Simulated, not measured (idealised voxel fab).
The process module presented herein is designated voxel tone inversion.
For reference, the cross-section in this document is cut, with width 175 nm and square cells of 5 nm.
How to read a cross-section here: the picture is a grid of square cells, written as bands going from the top down, and any band can span one or more rows of cells.
Band entry format. Leading values: height of top, height of bottom, nm. Remainder: materials in left-to-right order, each with its width in nm. Special words: "all across" on a single material, which then fills the band edge to edge; "air", empty space.
Ref level 0: as-received wafer is one material below here. Bottom band extends down with no lower bound ("z 0 and below").
Width: "30..40" (first number = top row, second number = bottom row, same change from row to row of cells).
When a step is marked "no change occurred", none of the cells in the cross-section changed during that step.
Enclosed voids (no open way to top), threshold 8 cells or more, entry "Internal closed voids", notation width x height at distance, distance from left edge, nm.
Note: text after step settings on the step line = simulator remark on that step.
What "overlay nm" on a step's line means: if the step has a mask, that mask lay this far to the right of its planned place, or, when the value is negative, to the left.

List of planned process steps:
step 1: RECEIVE with material Si
step 2: CONFORMAL_DEP with material SiCN, thk nm 5
step 3: DIRECTIONAL_DEP with material aC, thk nm 25
step 4: PATTERN with tone cover, mask id POSTS, material resist, width nm 15, pitch nm 40, thk nm 30, overlay nm 0
step 5: DIRECTIONAL_ETCH with etch materials aC, depth nm 25
step 6: STRIP with etch materials resist
step 7: FILL_DEP with material lowk, thk nm 5
step 8: CMP with height nm 30
step 9: STRIP with etch materials aC
The plan shows the width nm of step 4 as the first wafer had it; this setting differs between the wafers, which start out alike.

Cross-section of the first of several wafers on receipt, reflecting completion of step 1:
* z 0 and below: Si all across
* Internal closed voids: none

Basically each wafer gets a line in the table, showing it at the end of the module: material by material, the cells it gained (+) or lost (-) since we got it, then its closed voids:
width nm 15 | +35 SiCN | +145 lowk | Internal closed voids: none
width nm 20 | +35 SiCN | +135 lowk | Internal closed voids: none
width nm 25 | +35 SiCN | +125 lowk | Internal closed voids: none
